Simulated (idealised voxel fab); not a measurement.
Documented hereafter: the process module known as voxel gate over fins.
Square cell edge 5 nm, section width 250 nm, ID cut.
A cross-section is a grid of square cells, given in bands from the top down. A band is one or more rows of cells. Quick guide to a band line: top height, bottom height (nm) up front; then every material left to right with its width in nm. Only one material and it's marked "full width"? Then it fills the band edge to edge. And "blank" just means empty space. Note: height 0 marks the level under which the wafer is uniformly one material as received. Lowest band unbounded below, written "0 nm and below". Think of "30 to 40" as a width that walks from the first number to the second as you go down the band, top row to bottom row, taking equal-sized steps from row to row. "no alterations made" for a step: no cell of the cross-section changed in that step. Closed empty spaces (no open way to the top) of 8 cells or more are what "Entrapped void list" lists, each as width x height at distance from the left edge, nm for all three. Formally, on a step line, whatever follows the settings is a remark that the simulator itself makes on the step. overlay nm: where the mask lay relative to plan, measured to the right, on steps with a mask; negatives go left.
## Process steps foreseen in the plan
1. RECEIVE with material Si
2. CONFORMAL_DEP with material SiN, thk nm 5
3. MASKED_ETCH with tone cover, mask id FINS, width nm 15, pitch nm 35, etch materials SiN, depth nm 5, overlay nm 0
4. MASKED_ETCH with tone cover, mask id FINS, width nm 15, pitch nm 35, etch materials Si, depth nm 40, overlay nm -15
5. FILL_DEP with material SiO2, thk nm 10
6. CMP with height nm 5
7. SELECTIVE_ETCH with etch materials SiO2, depth nm 15
8. STRIP with etch materials SiN
9. CONFORMAL_DEP with material HfO2, thk nm 5
10. CONFORMAL_DEP with material TiN, thk nm 5
11. FILL_DEP with material W, thk nm 10
12. CMP with height nm 15
13. CONFORMAL_DEP with material SiCN, thk nm 10
Across this set of wafers, the varied parameter is the overlay nm of step 4. Starting conditions are identical for every wafer, and the plan reports the value assigned to the first wafer.
## First of several wafers (as received, post step 1), cross-sectional view
  0 nm and below = Si full width
  Entrapped void list: none
## Post step 13, the closing step of the module: first of several wafers, cross-sectioned
  25 nm to 15 nm = SiCN full width
  15 nm to 10 nm = W full width
  10 nm to 5 nm = 75 nm W, 85 nm TiN, 90 nm W
  5 nm to 0 nm = 75 nm W, 5 nm TiN, 75 nm HfO2, 5 nm TiN, 90 nm W
  0 nm to -5 nm = 80 nm TiN, 5 nm HfO2, 30 nm Si, 5 nm HfO2, 30 nm Si, 5 nm HfO2, 95 nm TiN
  -5 nm to -10 nm = 85 nm HfO2, 30 nm Si, 5 nm HfO2, 30 nm Si, 100 nm HfO2
  -10 nm to -40 nm = 85 nm SiO2, 30 nm Si, 5 nm SiO2, 30 nm Si, 100 nm SiO2
  -40 nm and below = Si full width
  Entrapped void list: none
## Here's the last wafer cross-sectioned at the end of the module
  25 nm to 15 nm = SiCN full width
  15 nm to 10 nm = W full width
  10 nm to 5 nm = 90 nm W, 85 nm TiN, 75 nm W
  5 nm to 0 nm = 90 nm W, 5 nm TiN, 75 nm HfO2, 5 nm TiN, 75 nm W
  0 nm to -5 nm = 95 nm TiN, 5 nm HfO2, 30 nm Si, 5 nm HfO2, 30 nm Si, 5 nm HfO2, 80 nm TiN
  -5 nm to -10 nm = 100 nm HfO2, 30 nm Si, 5 nm HfO2, 30 nm Si, 85 nm HfO2
  -10 nm to -40 nm = 100 nm SiO2, 30 nm Si, 5 nm SiO2, 30 nm Si, 85 nm SiO2
  -40 nm and below = Si full width
  Entrapped void list: none
## Basically each wafer gets a line in the table, showing it at the end of the module: material by material, the cells it gained (+) or lost (-) since we got it, then its closed voids
overlay nm -15 | +56 HfO2 | -304 Si | +100 SiCN | +228 SiO2 | +54 TiN | +116 W | Entrapped void list: none
overlay nm -10 | +58 HfO2 | -320 Si | +100 SiCN | +240 SiO2 | +54 TiN | +118 W | Entrapped void list: none
overlay nm -5 | +58 HfO2 | -336 Si | +100 SiCN | +252 SiO2 | +56 TiN | +120 W | Entrapped void list: none
overlay nm 0 | +58 HfO2 | -352 Si | +100 SiCN | +264 SiO2 | +58 TiN | +122 W | Entrapped void list: none
overlay nm 5 | +58 HfO2 | -336 Si | +100 SiCN | +252 SiO2 | +56 TiN | +120 W | Entrapped void list: none
overlay nm 10 | +58 HfO2 | -320 Si | +100 SiCN | +240 SiO2 | +54 TiN | +118 W | Entrapped void list: none
overlay nm 15 | +56 HfO2 | -304 Si | +100 SiCN | +228 SiO2 | +54 TiN | +116 W | Entrapped void list: none
